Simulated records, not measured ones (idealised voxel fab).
The following is a process module called voxel transistor to metal.
FYI the section here is cut, 165 nm wide, cells are 5 nm squares.
For the purposes of this document, a cross-section shall be understood as a grid of square cells, specified as bands listed in top-to-bottom order, each band consisting of one or more rows of cells. It is stipulated that each band's entry specify, in nanometres, the height of the top of the band and then that of its bottom, followed by the materials of the band in left-to-right sequence, each together with its width in nanometres. A single material marked by the word "full width" is understood to fill the band from edge to edge; the word "empty" is understood to denote empty space. Basically, 0 is our baseline, since under it the wafer straight out of the box is all one material. The bottom band has no lower end and keeps on going down, so it looks like "0 down". It should be noted that a width expressed as "30..40" varies in equal increments from row to row of cells within the band, taking the value of the first number at the top row and that of the second number at the bottom row. Step note "no change occurred" = no cross-section cell changed. Empty spaces without an open route to the top, at least 8 cells in extent, make up the entry "Trapped void list"; each is given as width x height at distance, where the distance is measured from the left edge, and all are in nm. Step line, after settings: the simulator's comment on this step. "overlay nm" denotes, for a step that has a mask, the displacement of the mask to the right of its planned place, with negative values corresponding to the left.
## These are the steps we planned for the process
1 RECEIVE (material Si)
2 OXIDIZE (depth nm 5)
3 CONFORMAL_DEP (material SiN; thk nm 15)
4 DIRECTIONAL_DEP (material aC; thk nm 10)
5 PATTERN (tone cover; mask id ACTIVE; material resist; width nm 115; thk nm 30; overlay nm 0)
6 DIRECTIONAL_ETCH (etch materials aC; depth nm 10)
7 STRIP (etch materials resist)
8 DIRECTIONAL_ETCH (etch materials SiN; depth nm 15)
9 DIRECTIONAL_ETCH (etch materials SiO2; depth nm 5)
10 DIRECTIONAL_ETCH (etch materials Si; depth nm 20)
11 STRIP (etch materials aC)
12 OXIDIZE (depth nm 5)
13 FILL_DEP (material SiO2; thk nm 15)
14 CMP (height nm 15)
15 SELECTIVE_ETCH (etch materials SiO2; depth nm 10)
16 STRIP (etch materials SiN)
17 SELECTIVE_ETCH (etch materials SiO2; depth nm 5)
18 OXIDIZE (depth nm 5)
19 DIRECTIONAL_DEP (material polySi; thk nm 20)
20 DIRECTIONAL_DEP (material SiCN; thk nm 15)
21 MASKED_ETCH (tone cover; mask id GATE; width nm 25; etch materials SiCN; depth nm 25; overlay nm 0)
22 MASKED_ETCH (tone cover; mask id GATE; width nm 25; etch materials polySi; depth nm 30; overlay nm 0)
23 CONFORMAL_DEP (material SiO2; thk nm 5)
24 DIRECTIONAL_ETCH (etch materials SiO2; depth nm 5)
25 CONFORMAL_DEP (material SiN; thk nm 5)
26 DIRECTIONAL_ETCH (etch materials SiN; depth nm 5)
27 DIRECTIONAL_ETCH (etch materials SiO2; depth nm 5)
28 DIRECTIONAL_ETCH (etch materials Si; depth nm 5)
29 EPI (material SiGe; thk nm 10)
30 FILL_DEP (material SiO2; thk nm 5)
31 CMP (height nm 15)
32 STRIP (etch materials polySi)
33 SELECTIVE_ETCH (etch materials SiO2; depth nm 5)
34 CONFORMAL_DEP (material HfO2; thk nm 5)
35 CONFORMAL_DEP (material TiN; thk nm 5)
36 FILL_DEP (material W; thk nm 5)
37 CMP (height nm 10)
38 DIRECTIONAL_DEP (material SiO2; thk nm 15)
39 PATTERN (tone open; mask id CONTACT; material resist; width nm 15; pitch nm 80; thk nm 15; overlay nm 0)
40 DIRECTIONAL_ETCH (etch materials SiO2; depth nm 30)
41 STRIP (etch materials resist)
42 CONFORMAL_DEP (material TiN; thk nm 5)
43 FILL_DEP (material Ru; thk nm 5)
44 CMP (height nm 25)
45 DIRECTIONAL_DEP (material TiN; thk nm 5)
46 DIRECTIONAL_DEP (material Ru; thk nm 15)
47 MASKED_ETCH (tone cover; mask id METAL_1; width nm 15; pitch nm 80; etch materials Ru; depth nm 15; overlay nm 0)
48 MASKED_ETCH (tone cover; mask id METAL_1; width nm 15; pitch nm 80; etch materials TiN; depth nm 5; overlay nm 0)
49 CONFORMAL_DEP (material SiN; thk nm 5)
50 FILL_DEP (material SiO2; thk nm 5)
51 CMP (height nm 45)
52 CONFORMAL_DEP (material SiCN; thk nm 5)
53 DIRECTIONAL_DEP (material SiO2; thk nm 35)
54 PATTERN (tone open; mask id METAL_2; material resist; width nm 15; pitch nm 80; thk nm 20; overlay nm 0)
55 DIRECTIONAL_ETCH (etch materials SiO2; depth nm 20)
56 STRIP (etch materials resist)
57 PATTERN (tone open; mask id METAL_2_HOLES; material resist; width nm 15; pitch nm 80; thk nm 15; overlay nm 0)
58 DIRECTIONAL_ETCH (etch materials SiO2; depth nm 15)
59 DIRECTIONAL_ETCH (etch materials SiCN; depth nm 5)
60 STRIP (etch materials resist)
61 CONFORMAL_DEP (material TiN; thk nm 5)
62 FILL_DEP (material Cu; thk nm 5)
63 CMP (height nm 85)
64 CONFORMAL_DEP (material SiCN; thk nm 5)
## Delivered wafer in cross-section: state after step 1
- 0 down | Si full width
- Trapped void list: none
## Cross-sectional image of the first of two wafers at the end of the module, the run having proceeded as planned
- 90 to 85 | SiCN full width
- 85 to 50 | SiO2 35 nm | TiN 5 nm | Cu 5 nm | TiN 5 nm | SiO2 65 nm | TiN 5 nm | Cu 5 nm | TiN 5 nm | SiO2 35 nm
- 50 to 45 | SiCN 35 nm | TiN 15 nm | SiCN 65 nm | TiN 15 nm | SiCN 35 nm
- 45 to 30 | SiO2 30 nm | SiN 5 nm | Ru 15 nm | SiN 5 nm | SiO2 55 nm | SiN 5 nm | Ru 15 nm | SiN 5 nm | SiO2 30 nm
- 30 to 25 | SiN 35 nm | TiN 15 nm | SiN 65 nm | TiN 15 nm | SiN 35 nm
- 25 to 10 | SiO2 35 nm | TiN 5 nm | Ru 5 nm | TiN 5 nm | SiO2 65 nm | TiN 5 nm | Ru 5 nm | TiN 5 nm | SiO2 35 nm
- 10 to 0 | SiO2 35 nm | TiN 5 nm | Ru 5 nm | TiN 5 nm | SiO2 10 nm | SiN 5 nm | HfO2 5 nm | TiN 5 nm | W 15 nm | TiN 5 nm | HfO2 5 nm | SiN 5 nm | SiO2 10 nm | TiN 5 nm | Ru 5 nm | TiN 5 nm | SiO2 35 nm
- 0 to -5 | SiO2 25 nm | SiN 5 nm | SiO2 5 nm | TiN 15 nm | SiGe 10 nm | SiN 5 nm | HfO2 5 nm | TiN 25 nm | HfO2 5 nm | SiN 5 nm | SiGe 10 nm | TiN 15 nm | SiO2 5 nm | SiN 5 nm | SiO2 25 nm
- -5 to -10 | SiO2 30 nm | SiGe 30 nm | SiO2 5 nm | HfO2 35 nm | SiO2 5 nm | SiGe 30 nm | SiO2 30 nm
- -10 to -15 | SiO2 30 nm | SiGe 30 nm | Si 45 nm | SiGe 30 nm | SiO2 30 nm
- -15 to -30 | SiO2 30 nm | Si 105 nm | SiO2 30 nm
- -30 down | Si full width
- Trapped void list: none
## End-of-module cross-section of the second wafer: identical starting point and process plan to the first, with one processing mistake
- 90 to 85 | SiCN full width
- 85 to 50 | SiO2 35 nm | TiN 5 nm | Cu 5 nm | TiN 5 nm | SiO2 65 nm | TiN 5 nm | Cu 5 nm | TiN 5 nm | SiO2 35 nm
- 50 to 45 | SiCN 35 nm | TiN 15 nm | SiCN 65 nm | TiN 15 nm | SiCN 35 nm
- 45 to 30 | SiO2 30 nm | SiN 5 nm | Ru 15 nm | SiN 5 nm | SiO2 55 nm | SiN 5 nm | Ru 15 nm | SiN 5 nm | SiO2 30 nm
- 30 to 25 | SiN 35 nm | TiN 15 nm | SiN 65 nm | TiN 15 nm | SiN 35 nm
- 25 to 10 | SiO2 45 nm | TiN 5 nm | Ru 5 nm | TiN 5 nm | SiO2 65 nm | TiN 5 nm | Ru 5 nm | TiN 5 nm | SiO2 25 nm
- 10 to 5 | SiO2 45 nm | TiN 5 nm | Ru 5 nm | TiN 5 nm | SiN 5 nm | HfO2 5 nm | TiN 5 nm | W 15 nm | TiN 5 nm | HfO2 5 nm | SiN 5 nm | SiO2 20 nm | TiN 5 nm | Ru 5 nm | TiN 5 nm | SiO2 25 nm
- 5 to 0 | SiO2 45 nm | TiN 15 nm | SiN 5 nm | HfO2 5 nm | TiN 5 nm | W 15 nm | TiN 5 nm | HfO2 5 nm | SiN 5 nm | SiO2 20 nm | TiN 15 nm | SiO2 25 nm
- 0 to -5 | SiO2 25 nm | SiN 5 nm | SiO2 15 nm | TiN 5 nm | SiGe 10 nm | SiN 5 nm | HfO2 5 nm | TiN 25 nm | HfO2 5 nm | SiN 5 nm | SiGe 10 nm | SiO2 10 nm | TiN 10 nm | SiN 5 nm | SiO2 25 nm
- -5 to -10 | SiO2 30 nm | SiGe 30 nm | SiO2 5 nm | HfO2 35 nm | SiO2 5 nm | SiGe 30 nm | SiO2 30 nm
- -10 to -15 | SiO2 30 nm | SiGe 30 nm | Si 45 nm | SiGe 30 nm | SiO2 30 nm
- -15 to -30 | SiO2 30 nm | Si 105 nm | SiO2 30 nm
- -30 down | Si full width
- Trapped void list: none
what went wrong: it should be noted that step 39 was executed with settings other than those planned, the operation and settings actually applied being PATTERN (tone open; mask id CONTACT; material resist; width nm 15; pitch nm 80; thk nm 15; overlay nm 10)
The second wafer ends with more or fewer cells of some materials than the first, per final count: Ru: 2 fewer, SiO2: 3 more, TiN: 1 fewer
